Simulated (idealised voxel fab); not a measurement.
Name of the process module below: voxel transistor to metal
cross-section cut | 170 nm wide | cells 5 nm
How to read a cross-section here: the picture is a grid of square cells, written as bands going from the top down, and any band can span one or more rows of cells. The band entry comprises the height of the band's top followed by the height of its bottom, expressed in nm, and subsequently the band's materials from left to right, each stated together with its width in nm. Where a single material is marked with the word "full width", that material fills the band from edge to edge. The word "blank" represents empty space. Zero point of the height axis is 0; under it, received wafer = one material. Lowest band: continues down indefinitely, "0 -> down". So if you see something like "30..40" for the width, read it as the top row of the band sitting at the first number and the bottom row at the second, with every row in between moving by the same amount as the last. A step reported as "no change occurred" is a step in which no cell of the cross-section changed. The label "closed voids" introduces a list of the empty spaces, 8 cells or larger, that have no open way up to the top; each entry in it reads width x height at distance, where the distance is taken from the left edge and all three are stated in nm. Post-settings text on a step line: simulator's own remark regarding the step. On any step carrying a mask, the "overlay nm" setting, if present on the step's line, tells how far right of its planned place the mask lay; negative values point to the left. So the way this works: pairs, before and after one process step. The after picture only goes down to the lowest band that actually changed, nothing below. Step and its settings are under each pair. And watch out, pairs might come from different runs of this module, same starting wafer though, so a pair only follows on from the one above if its "Before step" entry tells you so.

**Before step**
0 -> down: Si full width
closed voids: none

**Resulting Structure**
5 -> 0: SiO2 full width
Under 0: no change, same as before.
closed voids: none
What was done to get from the upper cross-section to the lower one? CONFORMAL_DEP [material SiO2] [thk nm 5]

Before step: The pre-step condition corresponds to the post-step cross-section depicted in the pair directly above.

**Resulting Structure**
20 -> 5: SiN full width
Under 5: no change, same as before.
closed voids: none
What was done to get from the upper cross-section to the lower one? CONFORMAL_DEP [material SiN] [thk nm 15]

Before step: The pre-step condition corresponds to the post-step cross-section depicted in the pair directly above.

**Resulting Structure**
30 -> 20: aC full width
Under 20: no change, same as before.
closed voids: none
What was done to get from the upper cross-section to the lower one? DIRECTIONAL_DEP [material aC] [thk nm 10]

Before step: The pre-step condition corresponds to the post-step cross-section depicted in the pair directly above.

**Resulting Structure**
55 -> 30: 35 nm blank / 95 nm resist / 40 nm blank
Under 30: no change, same as before.
closed voids: none
What was done to get from the upper cross-section to the lower one? PATTERN [tone cover] [mask id ACTIVE] [material resist] [width nm 95] [thk nm 25] [overlay nm 0]

Before step: The pre-step condition corresponds to the post-step cross-section depicted in the pair directly above.

**Resulting Structure**
45 -> 30: 35 nm blank / 95 nm resist / 40 nm blank
30 -> 20: 35 nm blank / 95 nm aC / 40 nm blank
Under 20: no change, same as before.
closed voids: none
What was done to get from the upper cross-section to the lower one? DIRECTIONAL_ETCH [etch materials aC] [depth nm 10]

Before step: The pre-step condition corresponds to the post-step cross-section depicted in the pair directly above.

**Resulting Structure**
30 -> 20: 35 nm blank / 95 nm aC / 40 nm blank
Under 20: no change, same as before.
closed voids: none
What was done to get from the upper cross-section to the lower one? STRIP [etch materials resist]

Before step: The pre-step condition corresponds to the post-step cross-section depicted in the pair directly above.

**Resulting Structure**
30 -> 20: 35 nm blank / 95 nm aC / 40 nm blank
20 -> 5: 35 nm blank / 95 nm SiN / 40 nm blank
Under 5: no change, same as before.
closed voids: none
What was done to get from the upper cross-section to the lower one? DIRECTIONAL_ETCH [etch materials SiN] [depth nm 15]

Before step: The pre-step condition corresponds to the post-step cross-section depicted in the pair directly above.

**Resulting Structure**
30 -> 20: 35 nm blank / 95 nm aC / 40 nm blank
20 -> 5: 35 nm blank / 95 nm SiN / 40 nm blank
5 -> 0: 35 nm blank / 95 nm SiO2 / 40 nm blank
Under 0: no change, same as before.
closed voids: none
What was done to get from the upper cross-section to the lower one? DIRECTIONAL_ETCH [etch materials SiO2] [depth nm 5]

Before step: The pre-step condition corresponds to the post-step cross-section depicted in the pair directly above.

**Resulting Structure**
30 -> 20: 35 nm blank / 95 nm aC / 40 nm blank
20 -> 5: 35 nm blank / 95 nm SiN / 40 nm blank
5 -> 0: 35 nm blank / 95 nm SiO2 / 40 nm blank
0 -> -35: 35 nm blank / 95 nm Si / 40 nm blank
Under -35: no change, same as before.
closed voids: none
What was done to get from the upper cross-section to the lower one? DIRECTIONAL_ETCH [etch materials Si] [depth nm 35]

Before step: The pre-step condition corresponds to the post-step cross-section depicted in the pair directly above.

**Resulting Structure**
20 -> 5: 35 nm blank / 95 nm SiN / 40 nm blank
Under 5: no change, same as before.
closed voids: none
What was done to get from the upper cross-section to the lower one? STRIP [etch materials aC]

Before step: The pre-step condition corresponds to the post-step cross-section depicted in the pair directly above.

**Resulting Structure**
20 -> 5: 35 nm blank / 95 nm SiN / 40 nm blank
5 -> 0: 35 nm blank / 95 nm SiO2 / 40 nm blank
0 -> -35: 35 nm blank / 5 nm SiO2 / 85 nm Si / 5 nm SiO2 / 40 nm blank
-35 -> -40: 40 nm SiO2 / 85 nm Si / 45 nm SiO2
Under -40: no change, same as before.
closed voids: none
What was done to get from the upper cross-section to the lower one? OXIDIZE [depth nm 5]

Before step: The pre-step condition corresponds to the post-step cross-section depicted in the pair directly above.

**Resulting Structure**
30 -> 20: SiO2 full width
20 -> 5: 35 nm SiO2 / 95 nm SiN / 40 nm SiO2
5 -> 0: SiO2 full width
0 -> -40: 40 nm SiO2 / 85 nm Si / 45 nm SiO2
Under -40: no change, same as before.
closed voids: none
What was done to get from the upper cross-section to the lower one? FILL_DEP [material SiO2] [thk nm 10]

Before step: The pre-step condition corresponds to the post-step cross-section depicted in the pair directly above.

**Resulting Structure**
20 -> 5: 35 nm SiO2 / 95 nm SiN / 40 nm SiO2
Under 5: no change, same as before.
closed voids: none
What was done to get from the upper cross-section to the lower one? CMP [height nm 20]

Before step: The pre-step condition corresponds to the post-step cross-section depicted in the pair directly above.

**Resulting Structure**
20 -> 10: 35 nm blank / 95 nm SiN / 40 nm blank
Under 10: no change, same as before.
closed voids: none
What was done to get from the upper cross-section to the lower one? SELECTIVE_ETCH [etch materials SiO2] [depth nm 10]

Before step: The pre-step condition corresponds to the post-step cross-section depicted in the pair directly above.

**Resulting Structure**
10 -> 5: 35 nm SiO2 / 95 nm blank / 40 nm SiO2
Under 5: no change, same as before.
closed voids: none
What was done to get from the upper cross-section to the lower one? STRIP [etch materials SiN]

Before step: The pre-step condition corresponds to the post-step cross-section depicted in the pair directly above.

**Resulting Structure**
5 -> 0: 30 nm SiO2 / 105 nm blank / 35 nm SiO2
Under 0: no change, same as before.
closed voids: none
What was done to get from the upper cross-section to the lower one? SELECTIVE_ETCH [etch materials SiO2] [depth nm 5]

Before step: The pre-step condition corresponds to the post-step cross-section depicted in the pair directly above.

**Resulting Structure**
5 -> 0: 30 nm SiO2 / 105 nm blank / 35 nm SiO2
0 -> -5: SiO2 full width
Under -5: no change, same as before.
closed voids: none
What was done to get from the upper cross-section to the lower one? OXIDIZE [depth nm 5]

Before step: The pre-step condition corresponds to the post-step cross-section depicted in the pair directly above.

**Resulting Structure**
25 -> 20: 30 nm polySi / 105 nm blank / 35 nm polySi
20 -> 5: polySi full width
5 -> 0: 30 nm SiO2 / 105 nm polySi / 35 nm SiO2
Under 0: no change, same as before.
closed voids: none
What was done to get from the upper cross-section to the lower one? DIRECTIONAL_DEP [material polySi] [thk nm 20]

Before step: The pre-step condition corresponds to the post-step cross-section depicted in the pair directly above.

**Resulting Structure**
40 -> 35: 30 nm SiCN / 105 nm blank / 35 nm SiCN
35 -> 25: SiCN full width
25 -> 20: 30 nm polySi / 105 nm SiCN / 35 nm polySi
Under 20: no change, same as before.
closed voids: none
What was done to get from the upper cross-section to the lower one? DIRECTIONAL_DEP [material SiCN] [thk nm 15]

Before step: The pre-step condition corresponds to the post-step cross-section depicted in the pair directly above.

**Resulting Structure**
35 -> 25: 75 nm blank / 15 nm SiCN / 80 nm blank
25 -> 20: 30 nm polySi / 45 nm blank / 15 nm SiCN / 45 nm blank / 35 nm polySi
Under 20: no change, same as before.
closed voids: none
What was done to get from the upper cross-section to the lower one? MASKED_ETCH [tone cover] [mask id GATE] [width nm 15] [etch materials SiCN] [depth nm 25] [overlay nm 0]

Before step: The pre-step condition corresponds to the post-step cross-section depicted in the pair directly above.

**Resulting Structure**
35 -> 20: 75 nm blank / 15 nm SiCN / 80 nm blank
20 -> 5: 75 nm blank / 15 nm polySi / 80 nm blank
5 -> 0: 30 nm SiO2 / 45 nm blank / 15 nm polySi / 45 nm blank / 35 nm SiO2
Under 0: no change, same as before.
closed voids: none
What was done to get from the upper cross-section to the lower one? MASKED_ETCH [tone cover] [mask id GATE] [width nm 15] [etch materials polySi] [depth nm 30] [overlay nm 0]

Before step: The pre-step condition corresponds to the post-step cross-section depicted in the pair directly above.

**Resulting Structure**
45 -> 35: 65 nm blank / 35 nm SiN / 70 nm blank
35 -> 20: 65 nm blank / 10 nm SiN / 15 nm SiCN / 10 nm SiN / 70 nm blank
20 -> 15: 65 nm blank / 10 nm SiN / 15 nm polySi / 10 nm SiN / 70 nm blank
15 -> 10: 40 nm SiN / 25 nm blank / 10 nm SiN / 15 nm polySi / 10 nm SiN / 25 nm blank / 45 nm SiN
10 -> 5: 75 nm SiN / 15 nm polySi / 80 nm SiN
5 -> 0: 30 nm SiO2 / 45 nm SiN / 15 nm polySi / 45 nm SiN / 35 nm SiO2
Under 0: no change, same as before.
closed voids: none
What was done to get from the upper cross-section to the lower one? CONFORMAL_DEP [material SiN] [thk nm 10]

Before step: The pre-step condition corresponds to the post-step cross-section depicted in the pair directly above.

**Resulting Structure**
35 -> 20: 65 nm blank / 10 nm SiN / 15 nm SiCN / 10 nm SiN / 70 nm blank
20 -> 5: 65 nm blank / 10 nm SiN / 15 nm polySi / 10 nm SiN / 70 nm blank
5 -> 0: 30 nm SiO2 / 10 nm SiN / 25 nm blank / 10 nm SiN / 15 nm polySi / 10 nm SiN / 25 nm blank / 10 nm SiN / 35 nm SiO2
Under 0: no change, same as before.
closed voids: none
What was done to get from the upper cross-section to the lower one? DIRECTIONAL_ETCH [etch materials SiN] [depth nm 10]

Before step: The pre-step condition corresponds to the post-step cross-section depicted in the pair directly above.

**Resulting Structure**
35 -> 20: 65 nm blank / 10 nm SiN / 15 nm SiCN / 10 nm SiN / 70 nm blank
20 -> 5: 65 nm blank / 10 nm SiN / 15 nm polySi / 10 nm SiN / 70 nm blank
5 -> 0: 30 nm blank / 10 nm SiN / 25 nm blank / 10 nm SiN / 15 nm polySi / 10 nm SiN / 25 nm blank / 10 nm SiN / 35 nm blank
0 -> -5: 40 nm SiO2 / 25 nm blank / 35 nm SiO2 / 25 nm blank / 45 nm SiO2
Under -5: no change, same as before.
closed voids: none
What was done to get from the upper cross-section to the lower one? DIRECTIONAL_ETCH [etch materials SiO2] [depth nm 5]

Before step: The pre-step condition corresponds to the post-step cross-section depicted in the pair directly above.

**Resulting Structure**
35 -> 20: 65 nm blank / 10 nm SiN / 15 nm SiCN / 10 nm SiN / 70 nm blank
20 -> 5: 65 nm blank / 10 nm SiN / 15 nm polySi / 10 nm SiN / 70 nm blank
5 -> 0: 30 nm blank / 10 nm SiN / 25 nm blank / 10 nm SiN / 15 nm polySi / 10 nm SiN / 25 nm blank / 10 nm SiN / 35 nm blank
0 -> -5: 40 nm SiO2 / 25 nm blank / 35 nm SiO2 / 25 nm blank / 45 nm SiO2
-5 -> -10: 40 nm SiO2 / 25 nm blank / 35 nm Si / 25 nm blank / 45 nm SiO2
Under -10: no change, same as before.
closed voids: none
What was done to get from the upper cross-section to the lower one? DIRECTIONAL_ETCH [etch materials Si] [depth nm 5]

Before step: The pre-step condition corresponds to the post-step cross-section depicted in the pair directly above.

**Resulting Structure**
35 -> 20: 65 nm blank / 10 nm SiN / 15 nm SiCN / 10 nm SiN / 70 nm blank
20 -> 5: 65 nm blank / 10 nm SiN / 15 nm polySi / 10 nm SiN / 70 nm blank
5 -> 0: 30 nm blank / 10 nm SiN / 15 nm blank / 10 nm SiGe / 10 nm SiN / 15 nm polySi / 10 nm SiN / 10 nm SiGe / 15 nm blank / 10 nm SiN / 35 nm blank
0 -> -5: 40 nm SiO2 / 25 nm SiGe / 35 nm SiO2 / 25 nm SiGe / 45 nm SiO2
-5 -> -10: 40 nm SiO2 / 25 nm SiGe / 35 nm Si / 25 nm SiGe / 45 nm SiO2
Under -10: no change, same as before.
closed voids: none
What was done to get from the upper cross-section to the lower one? EPI [material SiGe] [thk nm 10]

Before step: The pre-step condition corresponds to the post-step cross-section depicted in the pair directly above.

**Resulting Structure**
45 -> 35: SiO2 full width
35 -> 20: 65 nm SiO2 / 10 nm SiN / 15 nm SiCN / 10 nm SiN / 70 nm SiO2
20 -> 5: 65 nm SiO2 / 10 nm SiN / 15 nm polySi / 10 nm SiN / 70 nm SiO2
5 -> 0: 30 nm SiO2 / 10 nm SiN / 15 nm SiO2 / 10 nm SiGe / 10 nm SiN / 15 nm polySi / 10 nm SiN / 10 nm SiGe / 15 nm SiO2 / 10 nm SiN / 35 nm SiO2
Under 0: no change, same as before.
closed voids: none
What was done to get from the upper cross-section to the lower one? FILL_DEP [material SiO2] [thk nm 10]

Before step: The pre-step condition corresponds to the post-step cross-section depicted in the pair directly above.

**Resulting Structure**
35 -> 20: 65 nm SiO2 / 10 nm SiN / 15 nm SiCN / 10 nm SiN / 70 nm SiO2
Under 20: no change, same as before.
closed voids: none
What was done to get from the upper cross-section to the lower one? CMP [height nm 35]

Before step: The pre-step condition corresponds to the post-step cross-section depicted in the pair directly above.

**Resulting Structure**
50 -> 35: SiO2 full width
Under 35: no change, same as before.
closed voids: none
What was done to get from the upper cross-section to the lower one? DIRECTIONAL_DEP [material SiO2] [thk nm 15]

Before step: The pre-step condition corresponds to the post-step cross-section depicted in the pair directly above.

**Resulting Structure**
65 -> 50: aC full width
Under 50: no change, same as before.
closed voids: none
What was done to get from the upper cross-section to the lower one? DIRECTIONAL_DEP [material aC] [thk nm 15]

Before step: The pre-step condition corresponds to the post-step cross-section depicted in the pair directly above.

**Resulting Structure**
95 -> 65: 40 nm resist / 15 nm blank / 55 nm resist / 15 nm blank / 45 nm resist
Under 65: no change, same as before.
closed voids: none
What was done to get from the upper cross-section to the lower one? PATTERN [tone open] [mask id CONTACT] [material resist] [width nm 15] [pitch nm 70] [thk nm 30] [overlay nm 0]

Before step: The pre-step condition corresponds to the post-step cross-section depicted in the pair directly above.

**Resulting Structure**
80 -> 65: 40 nm resist / 15 nm blank / 55 nm resist / 15 nm blank / 45 nm resist
65 -> 50: 40 nm aC / 15 nm blank / 55 nm aC / 15 nm blank / 45 nm aC
Under 50: no change, same as before.
closed voids: none
What was done to get from the upper cross-section to the lower one? DIRECTIONAL_ETCH [etch materials aC] [depth nm 15]

Before step: The pre-step condition corresponds to the post-step cross-section depicted in the pair directly above.

**Resulting Structure**
65 -> 50: 40 nm aC / 15 nm blank / 55 nm aC / 15 nm blank / 45 nm aC
Under 50: no change, same as before.
closed voids: none
What was done to get from the upper cross-section to the lower one? STRIP [etch materials resist]

Before step: The pre-step condition corresponds to the post-step cross-section depicted in the pair directly above.

**Resulting Structure**
65 -> 50: 40 nm aC / 15 nm blank / 55 nm aC / 15 nm blank / 45 nm aC
50 -> 35: 40 nm SiO2 / 15 nm blank / 55 nm SiO2 / 15 nm blank / 45 nm SiO2
35 -> 20: 40 nm SiO2 / 15 nm blank / 10 nm SiO2 / 10 nm SiN / 15 nm SiCN / 10 nm SiN / 10 nm SiO2 / 15 nm blank / 45 nm SiO2
20 -> 5: 40 nm SiO2 / 15 nm blank / 10 nm SiO2 / 10 nm SiN / 15 nm polySi / 10 nm SiN / 10 nm SiO2 / 15 nm blank / 45 nm SiO2
5 -> 0: 30 nm SiO2 / 10 nm SiN / 15 nm blank / 10 nm SiGe / 10 nm SiN / 15 nm polySi / 10 nm SiN / 10 nm SiGe / 15 nm blank / 10 nm SiN / 35 nm SiO2
Under 0: no change, same as before.
closed voids: none
What was done to get from the upper cross-section to the lower one? DIRECTIONAL_ETCH [etch materials SiO2] [depth nm 50]

Before step: The pre-step condition corresponds to the post-step cross-section depicted in the pair directly above.

**Resulting Structure**
50 -> 35: 40 nm SiO2 / 15 nm blank / 55 nm SiO2 / 15 nm blank / 45 nm SiO2
Under 35: no change, same as before.
closed voids: none
What was done to get from the upper cross-section to the lower one? STRIP [etch materials aC]

Before step: The pre-step condition corresponds to the post-step cross-section depicted in the pair directly above.

**Resulting Structure**
55 -> 50: 45 nm TiN / 5 nm blank / 65 nm TiN / 5 nm blank / 50 nm TiN
50 -> 35: 40 nm SiO2 / 5 nm TiN / 5 nm blank / 5 nm TiN / 55 nm SiO2 / 5 nm TiN / 5 nm blank / 5 nm TiN / 45 nm SiO2
35 -> 20: 40 nm SiO2 / 5 nm TiN / 5 nm blank / 5 nm TiN / 10 nm SiO2 / 10 nm SiN / 15 nm SiCN / 10 nm SiN / 10 nm SiO2 / 5 nm TiN / 5 nm blank / 5 nm TiN / 45 nm SiO2
20 -> 5: 40 nm SiO2 / 5 nm TiN / 5 nm blank / 5 nm TiN / 10 nm SiO2 / 10 nm SiN / 15 nm polySi / 10 nm SiN / 10 nm SiO2 / 5 nm TiN / 5 nm blank / 5 nm TiN / 45 nm SiO2
5 -> 0: 30 nm SiO2 / 10 nm SiN / 15 nm TiN / 10 nm SiGe / 10 nm SiN / 15 nm polySi / 10 nm SiN / 10 nm SiGe / 15 nm TiN / 10 nm SiN / 35 nm SiO2
Under 0: no change, same as before.
closed voids: none
What was done to get from the upper cross-section to the lower one? CONFORMAL_DEP [material TiN] [thk nm 5]

Before step: The pre-step condition corresponds to the post-step cross-section depicted in the pair directly above.

**Resulting Structure**
65 -> 55: Ru full width
55 -> 50: 45 nm TiN / 5 nm Ru / 65 nm TiN / 5 nm Ru / 50 nm TiN
50 -> 35: 40 nm SiO2 / 5 nm TiN / 5 nm Ru / 5 nm TiN / 55 nm SiO2 / 5 nm TiN / 5 nm Ru / 5 nm TiN / 45 nm SiO2
35 -> 20: 40 nm SiO2 / 5 nm TiN / 5 nm Ru / 5 nm TiN / 10 nm SiO2 / 10 nm SiN / 15 nm SiCN / 10 nm SiN / 10 nm SiO2 / 5 nm TiN / 5 nm Ru / 5 nm TiN / 45 nm SiO2
20 -> 5: 40 nm SiO2 / 5 nm TiN / 5 nm Ru / 5 nm TiN / 10 nm SiO2 / 10 nm SiN / 15 nm polySi / 10 nm SiN / 10 nm SiO2 / 5 nm TiN / 5 nm Ru / 5 nm TiN / 45 nm SiO2
Under 5: no change, same as before.
closed voids: none
What was done to get from the upper cross-section to the lower one? FILL_DEP [material Ru] [thk nm 10]

Before step: The pre-step condition corresponds to the post-step cross-section depicted in the pair directly above.

**Resulting Structure**
50 -> 35: 40 nm SiO2 / 5 nm TiN / 5 nm Ru / 5 nm TiN / 55 nm SiO2 / 5 nm TiN / 5 nm Ru / 5 nm TiN / 45 nm SiO2
Under 35: no change, same as before.
closed voids: none
What was done to get from the upper cross-section to the lower one? CMP [height nm 50]

Before step: The pre-step condition corresponds to the post-step cross-section depicted in the pair directly above.

**Resulting Structure**
55 -> 50: TiN full width
Under 50: no change, same as before.
closed voids: none
What was done to get from the upper cross-section to the lower one? DIRECTIONAL_DEP [material TiN] [thk nm 5]

Before step: The pre-step condition corresponds to the post-step cross-section depicted in the pair directly above.

**Resulting Structure**
80 -> 55: W full width
Under 55: no change, same as before.
closed voids: none
What was done to get from the upper cross-section to the lower one? DIRECTIONAL_DEP [material W] [thk nm 25]

Before step: The pre-step condition corresponds to the post-step cross-section depicted in the pair directly above.

**Resulting Structure**
100 -> 80: 40 nm blank / 15 nm resist / 55 nm blank / 15 nm resist / 45 nm blank
Under 80: no change, same as before.
closed voids: none
What was done to get from the upper cross-section to the lower one? PATTERN [tone cover] [mask id METAL_1] [material resist] [width nm 15] [pitch nm 70] [thk nm 20] [overlay nm 0]

Before step: The pre-step condition corresponds to the post-step cross-section depicted in the pair directly above.

**Resulting Structure**
100 -> 80: 40 nm blank / 15 nm resist / 55 nm blank / 15 nm resist / 45 nm blank
80 -> 55: 40 nm blank / 15 nm W / 55 nm blank / 15 nm W / 45 nm blank
Under 55: no change, same as before.
closed voids: none
What was done to get from the upper cross-section to the lower one? DIRECTIONAL_ETCH [etch materials W] [depth nm 25]

Before step: The pre-step condition corresponds to the post-step cross-section depicted in the pair directly above.

**Resulting Structure**
100 -> 80: 40 nm blank / 15 nm resist / 55 nm blank / 15 nm resist / 45 nm blank
80 -> 55: 40 nm blank / 15 nm W / 55 nm blank / 15 nm W / 45 nm blank
55 -> 50: 40 nm blank / 15 nm TiN / 55 nm blank / 15 nm TiN / 45 nm blank
Under 50: no change, same as before.
closed voids: none
What was done to get from the upper cross-section to the lower one? DIRECTIONAL_ETCH [etch materials TiN] [depth nm 5]

Before step: The pre-step condition corresponds to the post-step cross-section depicted in the pair directly above.

**Resulting Structure**
80 -> 55: 40 nm blank / 15 nm W / 55 nm blank / 15 nm W / 45 nm blank
Under 55: no change, same as before.
closed voids: none
What was done to get from the upper cross-section to the lower one? STRIP [etch materials resist]

Before step: The pre-step condition corresponds to the post-step cross-section depicted in the pair directly above.

**Resulting Structure**
90 -> 80: lowk full width
80 -> 55: 40 nm lowk / 15 nm W / 55 nm lowk / 15 nm W / 45 nm lowk
55 -> 50: 40 nm lowk / 15 nm TiN / 55 nm lowk / 15 nm TiN / 45 nm lowk
Under 50: no change, same as before.
closed voids: none
What was done to get from the upper cross-section to the lower one? FILL_DEP [material lowk] [thk nm 10]

Before step: The pre-step condition corresponds to the post-step cross-section depicted in the pair directly above.

**Resulting Structure**
80 -> 55: 40 nm lowk / 15 nm W / 55 nm lowk / 15 nm W / 45 nm lowk
Under 55: no change, same as before.
closed voids: none
What was done to get from the upper cross-section to the lower one? CMP [height nm 80]

Before step: The pre-step condition corresponds to the post-step cross-section depicted in the pair directly above.

**Resulting Structure**
85 -> 80: SiCN full width
Under 80: no change, same as before.
closed voids: none
What was done to get from the upper cross-section to the lower one? CONFORMAL_DEP [material SiCN] [thk nm 5]

**Before step**
0 -> down: Si full width
closed voids: none

**Resulting Structure**
15 -> 0: SiN full width
Under 0: no change, same as before.
closed voids: none
What was done to get from the upper cross-section to the lower one? CONFORMAL_DEP [material SiN] [thk nm 15]

Before step: The pre-step condition corresponds to the post-step cross-section depicted in the pair directly above.

**Resulting Structure**
25 -> 15: aC full width
Under 15: no change, same as before.
closed voids: none
What was done to get from the upper cross-section to the lower one? DIRECTIONAL_DEP [material aC] [thk nm 10]

Before step: The pre-step condition corresponds to the post-step cross-section depicted in the pair directly above.

**Resulting Structure**
50 -> 25: 35 nm blank / 95 nm resist / 40 nm blank
Under 25: no change, same as before.
closed voids: none
What was done to get from the upper cross-section to the lower one? PATTERN [tone cover] [mask id ACTIVE] [material resist] [width nm 95] [thk nm 25] [overlay nm 0]

Before step: The pre-step condition corresponds to the post-step cross-section depicted in the pair directly above.

**Resulting Structure**
40 -> 25: 35 nm blank / 95 nm resist / 40 nm blank
25 -> 15: 35 nm blank / 95 nm aC / 40 nm blank
Under 15: no change, same as before.
closed voids: none
What was done to get from the upper cross-section to the lower one? DIRECTIONAL_ETCH [etch materials aC] [depth nm 10]

Before step: The pre-step condition corresponds to the post-step cross-section depicted in the pair directly above.

**Resulting Structure**
25 -> 15: 35 nm blank / 95 nm aC / 40 nm blank
Under 15: no change, same as before.
closed voids: none
What was done to get from the upper cross-section to the lower one? STRIP [etch materials resist]

Before step: The pre-step condition corresponds to the post-step cross-section depicted in the pair directly above.

**Resulting Structure**
25 -> 15: 35 nm blank / 95 nm aC / 40 nm blank
15 -> 0: 35 nm blank / 95 nm SiN / 40 nm blank
Under 0: no change, same as before.
closed voids: none
What was done to get from the upper cross-section to the lower one? DIRECTIONAL_ETCH [etch materials SiN] [depth nm 15]

Before step: The pre-step condition corresponds to the post-step cross-section depicted in the pair directly above.

**Resulting Structure**
25 -> 15: 35 nm blank / 95 nm aC / 40 nm blank
15 -> 0: 35 nm blank / 95 nm SiN / 40 nm blank
0 -> -35: 35 nm blank / 95 nm Si / 40 nm blank
Under -35: no change, same as before.
closed voids: none
What was done to get from the upper cross-section to the lower one? DIRECTIONAL_ETCH [etch materials Si] [depth nm 35]

Before step: The pre-step condition corresponds to the post-step cross-section depicted in the pair directly above.

**Resulting Structure**
15 -> 0: 35 nm blank / 95 nm SiN / 40 nm blank
Under 0: no change, same as before.
closed voids: none
What was done to get from the upper cross-section to the lower one? STRIP [etch materials aC]

Before step: The pre-step condition corresponds to the post-step cross-section depicted in the pair directly above.

**Resulting Structure**
15 -> 0: 35 nm blank / 95 nm SiN / 40 nm blank
0 -> -35: 35 nm blank / 5 nm SiO2 / 85 nm Si / 5 nm SiO2 / 40 nm blank
-35 -> -40: 40 nm SiO2 / 85 nm Si / 45 nm SiO2
Under -40: no change, same as before.
closed voids: none
What was done to get from the upper cross-section to the lower one? OXIDIZE [depth nm 5]

Before step: The pre-step condition corresponds to the post-step cross-section depicted in the pair directly above.

**Resulting Structure**
25 -> 15: SiO2 full width
15 -> 0: 35 nm SiO2 / 95 nm SiN / 40 nm SiO2
0 -> -40: 40 nm SiO2 / 85 nm Si / 45 nm SiO2
Under -40: no change, same as before.
closed voids: none
What was done to get from the upper cross-section to the lower one? FILL_DEP [material SiO2] [thk nm 10]

Before step: The pre-step condition corresponds to the post-step cross-section depicted in the pair directly above.

**Resulting Structure**
20 -> 15: SiO2 full width
Under 15: no change, same as before.
closed voids: none
What was done to get from the upper cross-section to the lower one? CMP [height nm 20]

Before step: The pre-step condition corresponds to the post-step cross-section depicted in the pair directly above.

**Resulting Structure**
15 -> 10: 35 nm blank / 95 nm SiN / 40 nm blank
Under 10: no change, same as before.
closed voids: none
What was done to get from the upper cross-section to the lower one? SELECTIVE_ETCH [etch materials SiO2] [depth nm 10]

Before step: The pre-step condition corresponds to the post-step cross-section depicted in the pair directly above.

**Resulting Structure**
10 -> 0: 35 nm SiO2 / 95 nm blank / 40 nm SiO2
Under 0: no change, same as before.
closed voids: none
What was done to get from the upper cross-section to the lower one? STRIP [etch materials SiN]

Before step: The pre-step condition corresponds to the post-step cross-section depicted in the pair directly above.

**Resulting Structure**
5 -> 0: 30 nm SiO2 / 105 nm blank / 35 nm SiO2
0 -> -5: 30 nm SiO2 / 10 nm blank / 85 nm Si / 10 nm blank / 35 nm SiO2
Under -5: no change, same as before.
closed voids: none
What was done to get from the upper cross-section to the lower one? SELECTIVE_ETCH [etch materials SiO2] [depth nm 5]

Before step: The pre-step condition corresponds to the post-step cross-section depicted in the pair directly above.

**Resulting Structure**
5 -> 0: 30 nm SiO2 / 105 nm blank / 35 nm SiO2
0 -> -5: 30 nm SiO2 / 10 nm blank / 85 nm SiO2 / 10 nm blank / 35 nm SiO2
-5 -> -10: 45 nm SiO2 / 75 nm Si / 50 nm SiO2
Under -10: no change, same as before.
closed voids: none
What was done to get from the upper cross-section to the lower one? OXIDIZE [depth nm 5]

Before step: The pre-step condition corresponds to the post-step cross-section depicted in the pair directly above.

**Resulting Structure**
25 -> 20: 30 nm polySi / 105 nm blank / 35 nm polySi
20 -> 15: 30 nm polySi / 10 nm blank / 85 nm polySi / 10 nm blank / 35 nm polySi
15 -> 5: polySi full width
5 -> 0: 30 nm SiO2 / 105 nm polySi / 35 nm SiO2
0 -> -5: 30 nm SiO2 / 10 nm polySi / 85 nm SiO2 / 10 nm polySi / 35 nm SiO2
Under -5: no change, same as before.
closed voids: none
What was done to get from the upper cross-section to the lower one? DIRECTIONAL_DEP [material polySi] [thk nm 20]

Before step: The pre-step condition corresponds to the post-step cross-section depicted in the pair directly above.

**Resulting Structure**
40 -> 35: 30 nm SiCN / 105 nm blank / 35 nm SiCN
35 -> 30: 30 nm SiCN / 10 nm blank / 85 nm SiCN / 10 nm blank / 35 nm SiCN
30 -> 25: SiCN full width
25 -> 20: 30 nm polySi / 105 nm SiCN / 35 nm polySi
20 -> 15: 30 nm polySi / 10 nm SiCN / 85 nm polySi / 10 nm SiCN / 35 nm polySi
Under 15: no change, same as before.
closed voids: none
What was done to get from the upper cross-section to the lower one? DIRECTIONAL_DEP [material SiCN] [thk nm 15]

Before step: The pre-step condition corresponds to the post-step cross-section depicted in the pair directly above.

**Resulting Structure**
35 -> 25: 75 nm blank / 15 nm SiCN / 80 nm blank
25 -> 20: 30 nm polySi / 45 nm blank / 15 nm SiCN / 45 nm blank / 35 nm polySi
20 -> 15: 30 nm polySi / 10 nm blank / 85 nm polySi / 10 nm blank / 35 nm polySi
Under 15: no change, same as before.
closed voids: none
What was done to get from the upper cross-section to the lower one? MASKED_ETCH [tone cover] [mask id GATE] [width nm 15] [etch materials SiCN] [depth nm 25] [overlay nm 0]

Before step: The pre-step condition corresponds to the post-step cross-section depicted in the pair directly above.

**Resulting Structure**
35 -> 20: 75 nm blank / 15 nm SiCN / 80 nm blank
20 -> 5: 75 nm blank / 15 nm polySi / 80 nm blank
5 -> 0: 30 nm SiO2 / 45 nm blank / 15 nm polySi / 45 nm blank / 35 nm SiO2
0 -> -5: 30 nm SiO2 / 10 nm blank / 85 nm SiO2 / 10 nm blank / 35 nm SiO2
Under -5: no change, same as before.
closed voids: none
What was done to get from the upper cross-section to the lower one? MASKED_ETCH [tone cover] [mask id GATE] [width nm 15] [etch materials polySi] [depth nm 30] [overlay nm 0]

Before step: The pre-step condition corresponds to the post-step cross-section depicted in the pair directly above.

**Resulting Structure**
45 -> 35: 65 nm blank / 35 nm SiN / 70 nm blank
35 -> 20: 65 nm blank / 10 nm SiN / 15 nm SiCN / 10 nm SiN / 70 nm blank
20 -> 15: 65 nm blank / 10 nm SiN / 15 nm polySi / 10 nm SiN / 70 nm blank
15 -> 10: 40 nm SiN / 25 nm blank / 10 nm SiN / 15 nm polySi / 10 nm SiN / 25 nm blank / 45 nm SiN
10 -> 5: 75 nm SiN / 15 nm polySi / 80 nm SiN
5 -> 0: 30 nm SiO2 / 45 nm SiN / 15 nm polySi / 45 nm SiN / 35 nm SiO2
0 -> -5: 30 nm SiO2 / 10 nm SiN / 85 nm SiO2 / 10 nm SiN / 35 nm SiO2
Under -5: no change, same as before.
closed voids: none
What was done to get from the upper cross-section to the lower one? CONFORMAL_DEP [material SiN] [thk nm 10]
